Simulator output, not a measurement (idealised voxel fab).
Process module in this document: voxel fin reveal
This is section cut - it's 255 nm across, gridded in 5 nm square cells.
Think of the cross-section as a grid of square cells. We describe it in bands, top to bottom, and each band covers one or more rows of those cells. Each band's line starts with the height of the band's top and of its bottom, in nm. Then come its materials from left to right, each with its width in nm. One material with "throughout" fills the band from edge to edge. "empty" is empty space. Zero point of the height axis is 0; under it, received wafer = one material. Lowest band: continues down indefinitely, "z 0 and below". A width given as "30->40" starts at the first number in the band's top row and ends at the second number in its bottom row, shifting by an equal amount at every step from row to row. Given "all unchanged" for a step, no cell of the cross-section differs between before and after that step. Each empty space that has no open way to the top and spans at least 8 cells appears under "Fully sealed cavities" as width x height at distance, the distance counted from the left edge, all in nm. Post-settings text on a step line: simulator's own remark regarding the step. For masked steps, "overlay nm" on the step line gives how far right of plan the mask actually lay; a minus sign means it lay to the left. So the way this works: pairs, before and after one process step. The after picture only goes down to the lowest band that actually changed, nothing below. Step and its settings are under each pair. And watch out, pairs might come from different runs of this module, same starting wafer though, so a pair only follows on from the one above if its "Geometry before processing" entry tells you so.

-- Geometry before processing
z 0 and below = Si throughout
Fully sealed cavities: none

-- Post-Step Cross-Section
z 5 to 0 = SiN throughout
Under 0: no change, same as before.
Fully sealed cavities: none
What process step lies between the two cross-sections above? CONFORMAL_DEP, material SiN, thk nm 5

Geometry before processing: just use the after drawing of the pair above as your starting point.

-- Post-Step Cross-Section
z 15 to 5 = aC throughout
Under 5: no change, same as before.
Fully sealed cavities: none
What process step lies between the two cross-sections above? DIRECTIONAL_DEP, material aC, thk nm 10

Geometry before processing: just use the after drawing of the pair above as your starting point.

-- Post-Step Cross-Section
z 40 to 15 = 85 nm empty, then 15 nm resist, then 20 nm empty, then 15 nm resist, then 20 nm empty, then 15 nm resist, then 85 nm empty
Under 15: no change, same as before.
Fully sealed cavities: none
What process step lies between the two cross-sections above? PATTERN, tone cover, mask id FINS, material resist, width nm 15, pitch nm 35, thk nm 25, overlay nm 0

Geometry before processing: just use the after drawing of the pair above as your starting point.

-- Post-Step Cross-Section
z 30 to 15 = 85 nm empty, then 15 nm resist, then 20 nm empty, then 15 nm resist, then 20 nm empty, then 15 nm resist, then 85 nm empty
z 15 to 5 = 85 nm empty, then 15 nm aC, then 20 nm empty, then 15 nm aC, then 20 nm empty, then 15 nm aC, then 85 nm empty
Under 5: no change, same as before.
Fully sealed cavities: none
What process step lies between the two cross-sections above? DIRECTIONAL_ETCH, etch materials aC, depth nm 10

Geometry before processing: just use the after drawing of the pair above as your starting point.

-- Post-Step Cross-Section
z 15 to 5 = 85 nm empty, then 15 nm aC, then 20 nm empty, then 15 nm aC, then 20 nm empty, then 15 nm aC, then 85 nm empty
Under 5: no change, same as before.
Fully sealed cavities: none
What process step lies between the two cross-sections above? STRIP, etch materials resist

Geometry before processing: just use the after drawing of the pair above as your starting point.

-- Post-Step Cross-Section
z 15 to 5 = 85 nm empty, then 15 nm aC, then 20 nm empty, then 15 nm aC, then 20 nm empty, then 15 nm aC, then 85 nm empty
z 5 to 0 = 85 nm empty, then 15 nm SiN, then 20 nm empty, then 15 nm SiN, then 20 nm empty, then 15 nm SiN, then 85 nm empty
Under 0: no change, same as before.
Fully sealed cavities: none
What process step lies between the two cross-sections above? DIRECTIONAL_ETCH, etch materials SiN, depth nm 5

Geometry before processing: just use the after drawing of the pair above as your starting point.

-- Post-Step Cross-Section
z 15 to 5 = 85 nm empty, then 15 nm aC, then 20 nm empty, then 15 nm aC, then 20 nm empty, then 15 nm aC, then 85 nm empty
z 5 to 0 = 85 nm empty, then 15 nm SiN, then 20 nm empty, then 15 nm SiN, then 20 nm empty, then 15 nm SiN, then 85 nm empty
z 0 to -30 = 85 nm empty, then 15 nm Si, then 20 nm empty, then 15 nm Si, then 20 nm empty, then 15 nm Si, then 85 nm empty
Under -30: no change, same as before.
Fully sealed cavities: none
What process step lies between the two cross-sections above? DIRECTIONAL_ETCH, etch materials Si, depth nm 30

Geometry before processing: just use the after drawing of the pair above as your starting point.

-- Post-Step Cross-Section
z 5 to 0 = 85 nm empty, then 15 nm SiN, then 20 nm empty, then 15 nm SiN, then 20 nm empty, then 15 nm SiN, then 85 nm empty
Under 0: no change, same as before.
Fully sealed cavities: none
What process step lies between the two cross-sections above? STRIP, etch materials aC

Geometry before processing: just use the after drawing of the pair above as your starting point.

-- Post-Step Cross-Section
z 20 to 5 = SiO2 throughout
z 5 to 0 = 85 nm SiO2, then 15 nm SiN, then 20 nm SiO2, then 15 nm SiN, then 20 nm SiO2, then 15 nm SiN, then 85 nm SiO2
z 0 to -30 = 85 nm SiO2, then 15 nm Si, then 20 nm SiO2, then 15 nm Si, then 20 nm SiO2, then 15 nm Si, then 85 nm SiO2
Under -30: no change, same as before.
Fully sealed cavities: none
What process step lies between the two cross-sections above? FILL_DEP, material SiO2, thk nm 15

Geometry before processing: just use the after drawing of the pair above as your starting point.

-- Post-Step Cross-Section
z 5 to 0 = 85 nm SiO2, then 15 nm SiN, then 20 nm SiO2, then 15 nm SiN, then 20 nm SiO2, then 15 nm SiN, then 85 nm SiO2
Under 0: no change, same as before.
Fully sealed cavities: none
What process step lies between the two cross-sections above? CMP, height nm 5

Geometry before processing: just use the after drawing of the pair above as your starting point.

-- Post-Step Cross-Section
z 5 to 0 = 85 nm empty, then 15 nm SiN, then 20 nm empty, then 15 nm SiN, then 20 nm empty, then 15 nm SiN, then 85 nm empty
z 0 to -10 = 85 nm empty, then 15 nm Si, then 20 nm empty, then 15 nm Si, then 20 nm empty, then 15 nm Si, then 85 nm empty
Under -10: no change, same as before.
Fully sealed cavities: none
What process step lies between the two cross-sections above? SELECTIVE_ETCH, etch materials SiO2, depth nm 15

Geometry before processing: just use the after drawing of the pair above as your starting point.

-- Post-Step Cross-Section
z 0 to -10 = 85 nm empty, then 15 nm Si, then 20 nm empty, then 15 nm Si, then 20 nm empty, then 15 nm Si, then 85 nm empty
Under -10: no change, same as before.
Fully sealed cavities: none
What process step lies between the two cross-sections above? STRIP, etch materials SiN

Geometry before processing: just use the after drawing of the pair above as your starting point.

-- Post-Step Cross-Section
z 5 to 0 = 80 nm empty, then 25 nm HfO2, then 10 nm empty, then 25 nm HfO2, then 10 nm empty, then 25 nm HfO2, then 80 nm empty
z 0 to -5 = 80 nm empty, then 5 nm HfO2, then 15 nm Si, then 5 nm HfO2, then 10 nm empty, then 5 nm HfO2, then 15 nm Si, then 5 nm HfO2, then 10 nm empty, then 5 nm HfO2, then 15 nm Si, then 5 nm HfO2, then 80 nm empty
z -5 to -10 = 85 nm HfO2, then 15 nm Si, then 20 nm HfO2, then 15 nm Si, then 20 nm HfO2, then 15 nm Si, then 85 nm HfO2
Under -10: no change, same as before.
Fully sealed cavities: none
What process step lies between the two cross-sections above? CONFORMAL_DEP, material HfO2, thk nm 5

-- Geometry before processing
z 5 to 0 = 85 nm empty, then 15 nm SiN, then 20 nm empty, then 15 nm SiN, then 20 nm empty, then 15 nm SiN, then 85 nm empty
z 0 to -10 = 85 nm empty, then 15 nm Si, then 20 nm empty, then 15 nm Si, then 20 nm empty, then 15 nm Si, then 85 nm empty
z -10 to -30 = 85 nm SiO2, then 15 nm Si, then 20 nm SiO2, then 15 nm Si, then 20 nm SiO2, then 15 nm Si, then 85 nm SiO2
z -30 and below = Si throughout
Fully sealed cavities: none

-- Post-Step Cross-Section
z 5 to 0 = 85 nm empty, then 15 nm SiN, then 20 nm empty, then 15 nm SiN, then 20 nm empty, then 15 nm SiN, then 85 nm empty
z 0 to -25 = 85 nm empty, then 15 nm Si, then 20 nm empty, then 15 nm Si, then 20 nm empty, then 15 nm Si, then 85 nm empty
Under -25: no change, same as before.
Fully sealed cavities: none
What process step lies between the two cross-sections above? SELECTIVE_ETCH, etch materials SiO2, depth nm 15

Geometry before processing: just use the after drawing of the pair above as your starting point.

-- Post-Step Cross-Section
z 0 to -25 = 85 nm empty, then 15 nm Si, then 20 nm empty, then 15 nm Si, then 20 nm empty, then 15 nm Si, then 85 nm empty
Under -25: no change, same as before.
Fully sealed cavities: none
What process step lies between the two cross-sections above? STRIP, etch materials SiN

Geometry before processing: just use the after drawing of the pair above as your starting point.

-- Post-Step Cross-Section
z 5 to 0 = 80 nm empty, then 25 nm HfO2, then 10 nm empty, then 25 nm HfO2, then 10 nm empty, then 25 nm HfO2, then 80 nm empty
z 0 to -20 = 80 nm empty, then 5 nm HfO2, then 15 nm Si, then 5 nm HfO2, then 10 nm empty, then 5 nm HfO2, then 15 nm Si, then 5 nm HfO2, then 10 nm empty, then 5 nm HfO2, then 15 nm Si, then 5 nm HfO2, then 80 nm empty
z -20 to -25 = 85 nm HfO2, then 15 nm Si, then 20 nm HfO2, then 15 nm Si, then 20 nm HfO2, then 15 nm Si, then 85 nm HfO2
Under -25: no change, same as before.
Fully sealed cavities: none
What process step lies between the two cross-sections above? CONFORMAL_DEP, material HfO2, thk nm 5

-- Geometry before processing
z 5 to 0 = 85 nm SiO2, then 15 nm SiN, then 20 nm SiO2, then 15 nm SiN, then 20 nm SiO2, then 15 nm SiN, then 85 nm SiO2
z 0 to -30 = 85 nm SiO2, then 15 nm Si, then 20 nm SiO2, then 15 nm Si, then 20 nm SiO2, then 15 nm Si, then 85 nm SiO2
z -30 and below = Si throughout
Fully sealed cavities: none

-- Post-Step Cross-Section
z 5 to 0 = 85 nm SiO2, then 15 nm empty, then 20 nm SiO2, then 15 nm empty, then 20 nm SiO2, then 15 nm empty, then 85 nm SiO2
Under 0: no change, same as before.
Fully sealed cavities: none
What process step lies between the two cross-sections above? STRIP, etch materials SiN

Geometry before processing: just use the after drawing of the pair above as your starting point.

-- Post-Step Cross-Section
z 0 to -10 = 85 nm empty, then 15 nm Si, then 20 nm empty, then 15 nm Si, then 20 nm empty, then 15 nm Si, then 85 nm empty
z -10 to -15 = 70 nm SiO2, then 15 nm empty, then 15 nm Si, then 20 nm empty, then 15 nm Si, then 20 nm empty, then 15 nm Si, then 15 nm empty, then 70 nm SiO2
Under -15: no change, same as before.
Fully sealed cavities: none
What process step lies between the two cross-sections above? SELECTIVE_ETCH, etch materials SiO2, depth nm 15

Geometry before processing: just use the after drawing of the pair above as your starting point.

-- Post-Step Cross-Section
z 5 to 0 = 80 nm empty, then 25 nm HfO2, then 10 nm empty, then 25 nm HfO2, then 10 nm empty, then 25 nm HfO2, then 80 nm empty
z 0 to -5 = 80 nm empty, then 5 nm HfO2, then 15 nm Si, then 5 nm HfO2, then 10 nm empty, then 5 nm HfO2, then 15 nm Si, then 5 nm HfO2, then 10 nm empty, then 5 nm HfO2, then 15 nm Si, then 5 nm HfO2, then 80 nm empty
z -5 to -10 = 75 nm HfO2, then 5 nm empty, then 5 nm HfO2, then 15 nm Si, then 5 nm HfO2, then 10 nm empty, then 5 nm HfO2, then 15 nm Si, then 5 nm HfO2, then 10 nm empty, then 5 nm HfO2, then 15 nm Si, then 5 nm HfO2, then 5 nm empty, then 75 nm HfO2
z -10 to -15 = 70 nm SiO2, then 15 nm HfO2, then 15 nm Si, then 20 nm HfO2, then 15 nm Si, then 20 nm HfO2, then 15 nm Si, then 15 nm HfO2, then 70 nm SiO2
Under -15: no change, same as before.
Fully sealed cavities: none
What process step lies between the two cross-sections above? CONFORMAL_DEP, material HfO2, thk nm 5

-- Geometry before processing
z 20 to 5 = SiO2 throughout
z 5 to 0 = 85 nm SiO2, then 15 nm SiN, then 20 nm SiO2, then 15 nm SiN, then 20 nm SiO2, then 15 nm SiN, then 85 nm SiO2
z 0 to -30 = 85 nm SiO2, then 15 nm Si, then 20 nm SiO2, then 15 nm Si, then 20 nm SiO2, then 15 nm Si, then 85 nm SiO2
z -30 and below = Si throughout
Fully sealed cavities: none

-- Post-Step Cross-Section
z -5 to -30 = 85 nm SiO2, then 15 nm Si, then 20 nm SiO2, then 15 nm Si, then 20 nm SiO2, then 15 nm Si, then 85 nm SiO2
Under -30: no change, same as before.
Fully sealed cavities: none
What process step lies between the two cross-sections above? CMP, height nm -5

Geometry before processing: just use the after drawing of the pair above as your starting point.

-- Post-Step Cross-Section
z -5 to -20 = 85 nm empty, then 15 nm Si, then 20 nm empty, then 15 nm Si, then 20 nm empty, then 15 nm Si, then 85 nm empty
Under -20: no change, same as before.
Fully sealed cavities: none
What process step lies between the two cross-sections above? SELECTIVE_ETCH, etch materials SiO2, depth nm 15

Geometry before processing: just use the after drawing of the pair above as your starting point.

-- Post-Step Cross-Section
z 0 to -5 = 80 nm empty, then 25 nm HfO2, then 10 nm empty, then 25 nm HfO2, then 10 nm empty, then 25 nm HfO2, then 80 nm empty
z -5 to -15 = 80 nm empty, then 5 nm HfO2, then 15 nm Si, then 5 nm HfO2, then 10 nm empty, then 5 nm HfO2, then 15 nm Si, then 5 nm HfO2, then 10 nm empty, then 5 nm HfO2, then 15 nm Si, then 5 nm HfO2, then 80 nm empty
z -15 to -20 = 85 nm HfO2, then 15 nm Si, then 20 nm HfO2, then 15 nm Si, then 20 nm HfO2, then 15 nm Si, then 85 nm HfO2
Under -20: no change, same as before.
Fully sealed cavities: none
What process step lies between the two cross-sections above? CONFORMAL_DEP, material HfO2, thk nm 5

-- Geometry before processing
z 15 to 5 = aC throughout
z 5 to 0 = SiN throughout
z 0 and below = Si throughout
Fully sealed cavities: none

-- Post-Step Cross-Section
z 40 to 15 = 85 nm empty, then 20 nm resist, then 15 nm empty, then 20 nm resist, then 15 nm empty, then 20 nm resist, then 80 nm empty
Under 15: no change, same as before.
Fully sealed cavities: none
What process step lies between the two cross-sections above? PATTERN, tone cover, mask id FINS, material resist, width nm 20, pitch nm 35, thk nm 25, overlay nm 0

Geometry before processing: just use the after drawing of the pair above as your starting point.

-- Post-Step Cross-Section
z 30 to 15 = 85 nm empty, then 20 nm resist, then 15 nm empty, then 20 nm resist, then 15 nm empty, then 20 nm resist, then 80 nm empty
z 15 to 5 = 85 nm empty, then 20 nm aC, then 15 nm empty, then 20 nm aC, then 15 nm empty, then 20 nm aC, then 80 nm empty
Under 5: no change, same as before.
Fully sealed cavities: none
What process step lies between the two cross-sections above? DIRECTIONAL_ETCH, etch materials aC, depth nm 10

Geometry before processing: just use the after drawing of the pair above as your starting point.

-- Post-Step Cross-Section
z 15 to 5 = 85 nm empty, then 20 nm aC, then 15 nm empty, then 20 nm aC, then 15 nm empty, then 20 nm aC, then 80 nm empty
Under 5: no change, same as before.
Fully sealed cavities: none
What process step lies between the two cross-sections above? STRIP, etch materials resist

Geometry before processing: just use the after drawing of the pair above as your starting point.

-- Post-Step Cross-Section
z 15 to 5 = 85 nm empty, then 20 nm aC, then 15 nm empty, then 20 nm aC, then 15 nm empty, then 20 nm aC, then 80 nm empty
z 5 to 0 = 85 nm empty, then 20 nm SiN, then 15 nm empty, then 20 nm SiN, then 15 nm empty, then 20 nm SiN, then 80 nm empty
Under 0: no change, same as before.
Fully sealed cavities: none
What process step lies between the two cross-sections above? DIRECTIONAL_ETCH, etch materials SiN, depth nm 5

Geometry before processing: just use the after drawing of the pair above as your starting point.

-- Post-Step Cross-Section
z 15 to 5 = 85 nm empty, then 20 nm aC, then 15 nm empty, then 20 nm aC, then 15 nm empty, then 20 nm aC, then 80 nm empty
z 5 to 0 = 85 nm empty, then 20 nm SiN, then 15 nm empty, then 20 nm SiN, then 15 nm empty, then 20 nm SiN, then 80 nm empty
z 0 to -30 = 85 nm empty, then 20 nm Si, then 15 nm empty, then 20 nm Si, then 15 nm empty, then 20 nm Si, then 80 nm empty
Under -30: no change, same as before.
Fully sealed cavities: none
What process step lies between the two cross-sections above? DIRECTIONAL_ETCH, etch materials Si, depth nm 30

Geometry before processing: just use the after drawing of the pair above as your starting point.

-- Post-Step Cross-Section
z 5 to 0 = 85 nm empty, then 20 nm SiN, then 15 nm empty, then 20 nm SiN, then 15 nm empty, then 20 nm SiN, then 80 nm empty
Under 0: no change, same as before.
Fully sealed cavities: none
What process step lies between the two cross-sections above? STRIP, etch materials aC

Geometry before processing: just use the after drawing of the pair above as your starting point.

-- Post-Step Cross-Section
z 20 to 5 = SiO2 throughout
z 5 to 0 = 85 nm SiO2, then 20 nm SiN, then 15 nm SiO2, then 20 nm SiN, then 15 nm SiO2, then 20 nm SiN, then 80 nm SiO2
z 0 to -30 = 85 nm SiO2, then 20 nm Si, then 15 nm SiO2, then 20 nm Si, then 15 nm SiO2, then 20 nm Si, then 80 nm SiO2
Under -30: no change, same as before.
Fully sealed cavities: none
What process step lies between the two cross-sections above? FILL_DEP, material SiO2, thk nm 15

Geometry before processing: just use the after drawing of the pair above as your starting point.

-- Post-Step Cross-Section
z 5 to 0 = 85 nm SiO2, then 20 nm SiN, then 15 nm SiO2, then 20 nm SiN, then 15 nm SiO2, then 20 nm SiN, then 80 nm SiO2
Under 0: no change, same as before.
Fully sealed cavities: none
What process step lies between the two cross-sections above? CMP, height nm 5

Geometry before processing: just use the after drawing of the pair above as your starting point.

-- Post-Step Cross-Section
z 5 to 0 = 85 nm empty, then 20 nm SiN, then 15 nm empty, then 20 nm SiN, then 15 nm empty, then 20 nm SiN, then 80 nm empty
z 0 to -10 = 85 nm empty, then 20 nm Si, then 15 nm empty, then 20 nm Si, then 15 nm empty, then 20 nm Si, then 80 nm empty
Under -10: no change, same as before.
Fully sealed cavities: none
What process step lies between the two cross-sections above? SELECTIVE_ETCH, etch materials SiO2, depth nm 15

Geometry before processing: just use the after drawing of the pair above as your starting point.

-- Post-Step Cross-Section
z 0 to -10 = 85 nm empty, then 20 nm Si, then 15 nm empty, then 20 nm Si, then 15 nm empty, then 20 nm Si, then 80 nm empty
Under -10: no change, same as before.
Fully sealed cavities: none
What process step lies between the two cross-sections above? STRIP, etch materials SiN

Geometry before processing: just use the after drawing of the pair above as your starting point.

-- Post-Step Cross-Section
z 5 to 0 = 80 nm empty, then 30 nm HfO2, then 5 nm empty, then 30 nm HfO2, then 5 nm empty, then 30 nm HfO2, then 75 nm empty
z 0 to -5 = 80 nm empty, then 5 nm HfO2, then 20 nm Si, then 5 nm HfO2, then 5 nm empty, then 5 nm HfO2, then 20 nm Si, then 5 nm HfO2, then 5 nm empty, then 5 nm HfO2, then 20 nm Si, then 5 nm HfO2, then 75 nm empty
z -5 to -10 = 85 nm HfO2, then 20 nm Si, then 15 nm HfO2, then 20 nm Si, then 15 nm HfO2, then 20 nm Si, then 80 nm HfO2
Under -10: no change, same as before.
Fully sealed cavities: none
What process step lies between the two cross-sections above? CONFORMAL_DEP, material HfO2, thk nm 5

-- Geometry before processing
z 15 to 5 = aC throughout
z 5 to 0 = SiN throughout
z 0 and below = Si throughout
Fully sealed cavities: none

-- Post-Step Cross-Section
z 40 to 15 = 80 nm empty, then 15 nm resist, then 20 nm empty, then 15 nm resist, then 20 nm empty, then 15 nm resist, then 90 nm empty
Under 15: no change, same as before.
Fully sealed cavities: none
What process step lies between the two cross-sections above? PATTERN, tone cover, mask id FINS, material resist, width nm 15, pitch nm 35, thk nm 25, overlay nm -5

Geometry before processing: just use the after drawing of the pair above as your starting point.

-- Post-Step Cross-Section
z 30 to 15 = 80 nm empty, then 15 nm resist, then 20 nm empty, then 15 nm resist, then 20 nm empty, then 15 nm resist, then 90 nm empty
z 15 to 5 = 80 nm empty, then 15 nm aC, then 20 nm empty, then 15 nm aC, then 20 nm empty, then 15 nm aC, then 90 nm empty
Under 5: no change, same as before.
Fully sealed cavities: none
What process step lies between the two cross-sections above? DIRECTIONAL_ETCH, etch materials aC, depth nm 10

Geometry before processing: just use the after drawing of the pair above as your starting point.

-- Post-Step Cross-Section
z 15 to 5 = 80 nm empty, then 15 nm aC, then 20 nm empty, then 15 nm aC, then 20 nm empty, then 15 nm aC, then 90 nm empty
Under 5: no change, same as before.
Fully sealed cavities: none
What process step lies between the two cross-sections above? STRIP, etch materials resist

Geometry before processing: just use the after drawing of the pair above as your starting point.

-- Post-Step Cross-Section
z 15 to 5 = 80 nm empty, then 15 nm aC, then 20 nm empty, then 15 nm aC, then 20 nm empty, then 15 nm aC, then 90 nm empty
z 5 to 0 = 80 nm empty, then 15 nm SiN, then 20 nm empty, then 15 nm SiN, then 20 nm empty, then 15 nm SiN, then 90 nm empty
Under 0: no change, same as before.
Fully sealed cavities: none
What process step lies between the two cross-sections above? DIRECTIONAL_ETCH, etch materials SiN, depth nm 5

Geometry before processing: just use the after drawing of the pair above as your starting point.

-- Post-Step Cross-Section
z 15 to 5 = 80 nm empty, then 15 nm aC, then 20 nm empty, then 15 nm aC, then 20 nm empty, then 15 nm aC, then 90 nm empty
z 5 to 0 = 80 nm empty, then 15 nm SiN, then 20 nm empty, then 15 nm SiN, then 20 nm empty, then 15 nm SiN, then 90 nm empty
z 0 to -30 = 80 nm empty, then 15 nm Si, then 20 nm empty, then 15 nm Si, then 20 nm empty, then 15 nm Si, then 90 nm empty
Under -30: no change, same as before.
Fully sealed cavities: none
What process step lies between the two cross-sections above? DIRECTIONAL_ETCH, etch materials Si, depth nm 30

Geometry before processing: just use the after drawing of the pair above as your starting point.

-- Post-Step Cross-Section
z 5 to 0 = 80 nm empty, then 15 nm SiN, then 20 nm empty, then 15 nm SiN, then 20 nm empty, then 15 nm SiN, then 90 nm empty
Under 0: no change, same as before.
Fully sealed cavities: none
What process step lies between the two cross-sections above? STRIP, etch materials aC

Geometry before processing: just use the after drawing of the pair above as your starting point.

-- Post-Step Cross-Section
z 20 to 5 = SiO2 throughout
z 5 to 0 = 80 nm SiO2, then 15 nm SiN, then 20 nm SiO2, then 15 nm SiN, then 20 nm SiO2, then 15 nm SiN, then 90 nm SiO2
z 0 to -30 = 80 nm SiO2, then 15 nm Si, then 20 nm SiO2, then 15 nm Si, then 20 nm SiO2, then 15 nm Si, then 90 nm SiO2
Under -30: no change, same as before.
Fully sealed cavities: none
What process step lies between the two cross-sections above? FILL_DEP, material SiO2, thk nm 15

Geometry before processing: just use the after drawing of the pair above as your starting point.

-- Post-Step Cross-Section
z 5 to 0 = 80 nm SiO2, then 15 nm SiN, then 20 nm SiO2, then 15 nm SiN, then 20 nm SiO2, then 15 nm SiN, then 90 nm SiO2
Under 0: no change, same as before.
Fully sealed cavities: none
What process step lies between the two cross-sections above? CMP, height nm 5

Geometry before processing: just use the after drawing of the pair above as your starting point.

-- Post-Step Cross-Section
z 5 to 0 = 80 nm empty, then 15 nm SiN, then 20 nm empty, then 15 nm SiN, then 20 nm empty, then 15 nm SiN, then 90 nm empty
z 0 to -10 = 80 nm empty, then 15 nm Si, then 20 nm empty, then 15 nm Si, then 20 nm empty, then 15 nm Si, then 90 nm empty
Under -10: no change, same as before.
Fully sealed cavities: none
What process step lies between the two cross-sections above? SELECTIVE_ETCH, etch materials SiO2, depth nm 15

Geometry before processing: just use the after drawing of the pair above as your starting point.

-- Post-Step Cross-Section
z 0 to -10 = 80 nm empty, then 15 nm Si, then 20 nm empty, then 15 nm Si, then 20 nm empty, then 15 nm Si, then 90 nm empty
Under -10: no change, same as before.
Fully sealed cavities: none
What process step lies between the two cross-sections above? STRIP, etch materials SiN

Geometry before processing: just use the after drawing of the pair above as your starting point.

-- Post-Step Cross-Section
z 5 to 0 = 75 nm empty, then 25 nm HfO2, then 10 nm empty, then 25 nm HfO2, then 10 nm empty, then 25 nm HfO2, then 85 nm empty
z 0 to -5 = 75 nm empty, then 5 nm HfO2, then 15 nm Si, then 5 nm HfO2, then 10 nm empty, then 5 nm HfO2, then 15 nm Si, then 5 nm HfO2, then 10 nm empty, then 5 nm HfO2, then 15 nm Si, then 5 nm HfO2, then 85 nm empty
z -5 to -10 = 80 nm HfO2, then 15 nm Si, then 20 nm HfO2, then 15 nm Si, then 20 nm HfO2, then 15 nm Si, then 90 nm HfO2
Under -10: no change, same as before.
Fully sealed cavities: none
What process step lies between the two cross-sections above? CONFORMAL_DEP, material HfO2, thk nm 5

-- Geometry before processing
z 0 to -10 = 85 nm empty, then 15 nm Si, then 20 nm empty, then 15 nm Si, then 20 nm empty, then 15 nm Si, then 85 nm empty
z -10 to -30 = 85 nm SiO2, then 15 nm Si, then 20 nm SiO2, then 15 nm Si, then 20 nm SiO2, then 15 nm Si, then 85 nm SiO2
z -30 and below = Si throughout
Fully sealed cavities: none

-- Post-Step Cross-Section
z 5 to 0 = 80 nm empty, then 25 nm SiO2, then 10 nm empty, then 25 nm SiO2, then 10 nm empty, then 25 nm SiO2, then 80 nm empty
z 0 to -5 = 80 nm empty, then 5 nm SiO2, then 15 nm Si, then 5 nm SiO2, then 10 nm empty, then 5 nm SiO2, then 15 nm Si, then 5 nm SiO2, then 10 nm empty, then 5 nm SiO2, then 15 nm Si, then 5 nm SiO2, then 80 nm empty
z -5 to -30 = 85 nm SiO2, then 15 nm Si, then 20 nm SiO2, then 15 nm Si, then 20 nm SiO2, then 15 nm Si, then 85 nm SiO2
Under -30: no change, same as before.
Fully sealed cavities: none
What process step lies between the two cross-sections above? CONFORMAL_DEP, material SiO2, thk nm 5

-- Geometry before processing
z 15 to 5 = aC throughout
z 5 to 0 = SiN throughout
z 0 and below = Si throughout
Fully sealed cavities: none

-- Post-Step Cross-Section
z 40 to 15 = 85 nm resist, then 15 nm empty, then 20 nm resist, then 15 nm empty, then 20 nm resist, then 15 nm empty, then 85 nm resist
Under 15: no change, same as before.
Fully sealed cavities: none
What process step lies between the two cross-sections above? PATTERN, tone open, mask id FINS, material resist, width nm 15, pitch nm 35, thk nm 25, overlay nm 0

Geometry before processing: just use the after drawing of the pair above as your starting point.

-- Post-Step Cross-Section
z 30 to 15 = 85 nm resist, then 15 nm empty, then 20 nm resist, then 15 nm empty, then 20 nm resist, then 15 nm empty, then 85 nm resist
z 15 to 5 = 85 nm aC, then 15 nm empty, then 20 nm aC, then 15 nm empty, then 20 nm aC, then 15 nm empty, then 85 nm aC
Under 5: no change, same as before.
Fully sealed cavities: none
What process step lies between the two cross-sections above? DIRECTIONAL_ETCH, etch materials aC, depth nm 10

Geometry before processing: just use the after drawing of the pair above as your starting point.

-- Post-Step Cross-Section
z 15 to 5 = 85 nm aC, then 15 nm empty, then 20 nm aC, then 15 nm empty, then 20 nm aC, then 15 nm empty, then 85 nm aC
Under 5: no change, same as before.
Fully sealed cavities: none
What process step lies between the two cross-sections above? STRIP, etch materials resist

Geometry before processing: just use the after drawing of the pair above as your starting point.

-- Post-Step Cross-Section
z 15 to 5 = 85 nm aC, then 15 nm empty, then 20 nm aC, then 15 nm empty, then 20 nm aC, then 15 nm empty, then 85 nm aC
z 5 to 0 = 85 nm SiN, then 15 nm empty, then 20 nm SiN, then 15 nm empty, then 20 nm SiN, then 15 nm empty, then 85 nm SiN
Under 0: no change, same as before.
Fully sealed cavities: none
What process step lies between the two cross-sections above? DIRECTIONAL_ETCH, etch materials SiN, depth nm 5

Geometry before processing: just use the after drawing of the pair above as your starting point.

-- Post-Step Cross-Section
z 15 to 5 = 85 nm aC, then 15 nm empty, then 20 nm aC, then 15 nm empty, then 20 nm aC, then 15 nm empty, then 85 nm aC
z 5 to 0 = 85 nm SiN, then 15 nm empty, then 20 nm SiN, then 15 nm empty, then 20 nm SiN, then 15 nm empty, then 85 nm SiN
z 0 to -30 = 85 nm Si, then 15 nm empty, then 20 nm Si, then 15 nm empty, then 20 nm Si, then 15 nm empty, then 85 nm Si
Under -30: no change, same as before.
Fully sealed cavities: none
What process step lies between the two cross-sections above? DIRECTIONAL_ETCH, etch materials Si, depth nm 30

Geometry before processing: just use the after drawing of the pair above as your starting point.

-- Post-Step Cross-Section
z 5 to 0 = 85 nm SiN, then 15 nm empty, then 20 nm SiN, then 15 nm empty, then 20 nm SiN, then 15 nm empty, then 85 nm SiN
Under 0: no change, same as before.
Fully sealed cavities: none
What process step lies between the two cross-sections above? STRIP, etch materials aC

Geometry before processing: just use the after drawing of the pair above as your starting point.

-- Post-Step Cross-Section
z 20 to 5 = SiO2 throughout
z 5 to 0 = 85 nm SiN, then 15 nm SiO2, then 20 nm SiN, then 15 nm SiO2, then 20 nm SiN, then 15 nm SiO2, then 85 nm SiN
z 0 to -30 = 85 nm Si, then 15 nm SiO2, then 20 nm Si, then 15 nm SiO2, then 20 nm Si, then 15 nm SiO2, then 85 nm Si
Under -30: no change, same as before.
Fully sealed cavities: none
What process step lies between the two cross-sections above? FILL_DEP, material SiO2, thk nm 15

Geometry before processing: just use the after drawing of the pair above as your starting point.

-- Post-Step Cross-Section
z 5 to 0 = 85 nm SiN, then 15 nm SiO2, then 20 nm SiN, then 15 nm SiO2, then 20 nm SiN, then 15 nm SiO2, then 85 nm SiN
Under 0: no change, same as before.
Fully sealed cavities: none
What process step lies between the two cross-sections above? CMP, height nm 5

Geometry before processing: just use the after drawing of the pair above as your starting point.

-- Post-Step Cross-Section
z 5 to 0 = 85 nm SiN, then 15 nm empty, then 20 nm SiN, then 15 nm empty, then 20 nm SiN, then 15 nm empty, then 85 nm SiN
z 0 to -10 = 85 nm Si, then 15 nm empty, then 20 nm Si, then 15 nm empty, then 20 nm Si, then 15 nm empty, then 85 nm Si
Under -10: no change, same as before.
Fully sealed cavities: none
What process step lies between the two cross-sections above? SELECTIVE_ETCH, etch materials SiO2, depth nm 15

Geometry before processing: just use the after drawing of the pair above as your starting point.

-- Post-Step Cross-Section
z 0 to -10 = 85 nm Si, then 15 nm empty, then 20 nm Si, then 15 nm empty, then 20 nm Si, then 15 nm empty, then 85 nm Si
Under -10: no change, same as before.
Fully sealed cavities: none
What process step lies between the two cross-sections above? STRIP, etch materials SiN

Geometry before processing: just use the after drawing of the pair above as your starting point.

-- Post-Step Cross-Section
z 5 to 0 = 90 nm HfO2, then 5 nm empty, then 30 nm HfO2, then 5 nm empty, then 30 nm HfO2, then 5 nm empty, then 90 nm HfO2
z 0 to -5 = 85 nm Si, then 5 nm HfO2, then 5 nm empty, then 5 nm HfO2, then 20 nm Si, then 5 nm HfO2, then 5 nm empty, then 5 nm HfO2, then 20 nm Si, then 5 nm HfO2, then 5 nm empty, then 5 nm HfO2, then 85 nm Si
z -5 to -10 = 85 nm Si, then 15 nm HfO2, then 20 nm Si, then 15 nm HfO2, then 20 nm Si, then 15 nm HfO2, then 85 nm Si
Under -10: no change, same as before.
Fully sealed cavities: none
What process step lies between the two cross-sections above? CONFORMAL_DEP, material HfO2, thk nm 5
